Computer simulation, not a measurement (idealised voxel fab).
Presented below is a process module, voxel transistor to metal.
It is cross-section cut that appears here, measuring 205 nm in width, its square cells being 5 nm in size.
Throughout this document, each cross-section is represented as a grid of square cells and is presented as a sequence of bands enumerated from the top downward, where a band comprises one or more rows of cells. Per band: top height and bottom height in nm, followed by the left-to-right materials and their widths in nm; "everywhere" marks a single material spanning edge to edge, "blank" marks empty space. Heights are measured from 0, the level below which the as-received wafer is all one material; the lowest band has no bottom and continues downward, written as in "0..down". Read "30..40" as a graded width: first number on top, second number at the bottom, same change between each pair of neighbouring rows. You'll sometimes find "no modifications" written for a step, and that's the way of saying that nowhere in the cross-section did a cell change during that step. Closed empty spaces (no open way to the top) of 8 cells or more are what "Completely sealed voids" lists, each as width x height at distance from the left edge, nm for all three. What comes after the settings on a step's line is commentary from the simulator itself on that step. A step's line can hold "overlay nm"; with a mask on that step, the setting says how far right of the planned place the mask lay, while a negative setting says it lay to the left.

These are the steps we planned for the process:
1,RECEIVE with material Si
2,CONFORMAL_DEP with material SiO2, thk nm 5
3,CONFORMAL_DEP with material SiN, thk nm 15
4,MASKED_ETCH with tone cover, mask id ACTIVE, width nm 90, etch materials SiN, depth nm 15, overlay nm 0
5,MASKED_ETCH with tone cover, mask id ACTIVE, width nm 90, etch materials SiO2, depth nm 5, overlay nm 0
6,MASKED_ETCH with tone cover, mask id ACTIVE, width nm 90, etch materials Si, depth nm 35, overlay nm 0
7,OXIDIZE with depth nm 5
8,FILL_DEP with material SiO2, thk nm 5
9,CMP with height nm 20
10,SELECTIVE_ETCH with etch materials SiO2, depth nm 5
11,STRIP with etch materials SiN
12,SELECTIVE_ETCH with etch materials SiO2, depth nm 5
13,OXIDIZE with depth nm 5
14,DIRECTIONAL_DEP with material polySi, thk nm 20
15,DIRECTIONAL_DEP with material SiCN, thk nm 10
16,DIRECTIONAL_DEP with material aC, thk nm 10
17,PATTERN with tone cover, mask id GATE, material resist, width nm 20, thk nm 30, overlay nm -15
18,DIRECTIONAL_ETCH with etch materials aC, depth nm 10
19,STRIP with etch materials resist
20,DIRECTIONAL_ETCH with etch materials SiCN, depth nm 20
21,DIRECTIONAL_ETCH with etch materials polySi, depth nm 30
22,STRIP with etch materials aC
23,CONFORMAL_DEP with material SiN, thk nm 10
24,DIRECTIONAL_ETCH with etch materials SiN, depth nm 10
25,DIRECTIONAL_ETCH with etch materials SiO2, depth nm 5
26,DIRECTIONAL_ETCH with etch materials Si, depth nm 5
27,EPI with material pSi, thk nm 10
28,FILL_DEP with material SiO2, thk nm 5
29,CMP with height nm 30
30,DIRECTIONAL_DEP with material SiO2, thk nm 15
31,MASKED_ETCH with tone open, mask id CONTACT, width nm 15, pitch nm 65, etch materials SiO2, depth nm 45, overlay nm 0
32,CONFORMAL_DEP with material TiN, thk nm 5
33,FILL_DEP with material W, thk nm 10
34,CMP with height nm 45
35,CONFORMAL_DEP with material SiCN, thk nm 5
36,DIRECTIONAL_DEP with material lowk, thk nm 15
37,MASKED_ETCH with tone open, mask id METAL_1, width nm 15, pitch nm 65, etch materials lowk, depth nm 15, overlay nm 0
38,MASKED_ETCH with tone open, mask id METAL_1, width nm 15, pitch nm 65, etch materials SiCN, depth nm 5, overlay nm 0
39,CONFORMAL_DEP with material TiN, thk nm 5
40,FILL_DEP with material Ru, thk nm 10
41,CMP with height nm 65
42,CONFORMAL_DEP with material SiN, thk nm 5
For clarity, it should be stated that the wafers under discussion commence in an identical condition and differ with respect to the overlay nm of step 17, the plan indicating the value that the first wafer had.

The as-received cross-section of the first of several wafers corresponds to the state after step 1:
	0..down | Si everywhere
	Completely sealed voids: none

The cross-section of the first of several wafers is given below for the end of the module, after its final step, step 42:
	70..65 | SiN everywhere
	65..50 | 60 lowk | 5 TiN | 5 Ru | 5 TiN | 50 lowk | 5 TiN | 5 Ru | 5 TiN | 65 lowk
	50..45 | 60 SiCN | 15 TiN | 50 SiCN | 15 TiN | 65 SiCN
	45..35 | 60 SiO2 | 5 TiN | 5 W | 5 TiN | 50 SiO2 | 5 TiN | 5 W | 5 TiN | 65 SiO2
	35..30 | 60 SiO2 | 15 TiN | 50 SiO2 | 5 TiN | 5 W | 5 TiN | 65 SiO2
	30..20 | 60 SiO2 | 5 TiN | 10 SiN | 20 SiCN | 10 SiN | 20 SiO2 | 5 TiN | 5 W | 5 TiN | 65 SiO2
	20..10 | 60 SiO2 | 5 TiN | 10 SiN | 20 polySi | 10 SiN | 20 SiO2 | 5 TiN | 5 W | 5 TiN | 65 SiO2
	10..5 | 50 SiO2 | 10 SiN | 5 TiN | 10 SiN | 20 polySi | 10 SiN | 20 SiO2 | 5 TiN | 5 W | 5 TiN | 10 SiN | 55 SiO2
	5..0 | 50 SiO2 | 10 SiN | 5 pSi | 10 SiN | 20 polySi | 10 SiN | 10 pSi | 10 SiO2 | 15 TiN | 10 SiN | 55 SiO2
	0..-5 | 60 SiO2 | 5 pSi | 40 SiO2 | 35 pSi | 65 SiO2
	-5..-10 | 60 SiO2 | 5 pSi | 40 Si | 35 pSi | 65 SiO2
	-10..-40 | 60 SiO2 | 80 Si | 65 SiO2
	-40..down | Si everywhere
	Completely sealed voids: none

Last wafer of the set, cross-sectioned at end of module:
	70..65 | SiN everywhere
	65..50 | 60 lowk | 5 TiN | 5 Ru | 5 TiN | 50 lowk | 5 TiN | 5 Ru | 5 TiN | 65 lowk
	50..45 | 60 SiCN | 15 TiN | 50 SiCN | 15 TiN | 65 SiCN
	45..35 | 60 SiO2 | 5 TiN | 5 W | 5 TiN | 50 SiO2 | 5 TiN | 5 W | 5 TiN | 65 SiO2
	35..30 | 60 SiO2 | 5 TiN | 5 W | 5 TiN | 50 SiO2 | 15 TiN | 65 SiO2
	30..20 | 60 SiO2 | 5 TiN | 5 W | 5 TiN | 20 SiO2 | 10 SiN | 20 SiCN | 10 SiN | 5 TiN | 65 SiO2
	20..10 | 60 SiO2 | 5 TiN | 5 W | 5 TiN | 20 SiO2 | 10 SiN | 20 polySi | 10 SiN | 5 TiN | 65 SiO2
	10..5 | 50 SiO2 | 10 SiN | 5 TiN | 5 W | 5 TiN | 20 SiO2 | 10 SiN | 20 polySi | 10 SiN | 5 TiN | 10 SiN | 55 SiO2
	5..0 | 50 SiO2 | 10 SiN | 15 TiN | 10 SiO2 | 10 pSi | 10 SiN | 20 polySi | 10 SiN | 5 pSi | 10 SiN | 55 SiO2
	0..-5 | 60 SiO2 | 35 pSi | 40 SiO2 | 5 pSi | 65 SiO2
	-5..-10 | 60 SiO2 | 35 pSi | 40 Si | 5 pSi | 65 SiO2
	-10..-40 | 60 SiO2 | 80 Si | 65 SiO2
	-40..down | Si everywhere
	Completely sealed voids: none

The following table contains a row per wafer, in which are reported, at the conclusion of the module, the cells of each material gained (+) or lost (-) since the wafer's receipt, with its closed voids given thereafter:
overlay nm -15 | +6 Ru | -224 Si | +43 SiCN | +73 SiN | +477 SiO2 | +49 TiN | +10 W | +105 lowk | +19 pSi | +16 polySi | Completely sealed voids: none
overlay nm -10 | +6 Ru | -224 Si | +43 SiCN | +73 SiN | +471 SiO2 | +54 TiN | +10 W | +105 lowk | +20 pSi | +16 polySi | Completely sealed voids: none
overlay nm -5 | +6 Ru | -224 Si | +43 SiCN | +73 SiN | +465 SiO2 | +55 TiN | +15 W | +105 lowk | +20 pSi | +16 polySi | Completely sealed voids: none
overlay nm 0 | +6 Ru | -224 Si | +43 SiCN | +73 SiN | +465 SiO2 | +56 TiN | +14 W | +105 lowk | +20 pSi | +16 polySi | Completely sealed voids: none
overlay nm 5 | +6 Ru | -224 Si | +43 SiCN | +73 SiN | +465 SiO2 | +55 TiN | +15 W | +105 lowk | +20 pSi | +16 polySi | Completely sealed voids: none
overlay nm 10 | +6 Ru | -224 Si | +43 SiCN | +73 SiN | +471 SiO2 | +54 TiN | +10 W | +105 lowk | +20 pSi | +16 polySi | Completely sealed voids: none
overlay nm 15 | +6 Ru | -224 Si | +43 SiCN | +73 SiN | +477 SiO2 | +49 TiN | +10 W | +105 lowk | +19 pSi | +16 polySi | Completely sealed voids: none
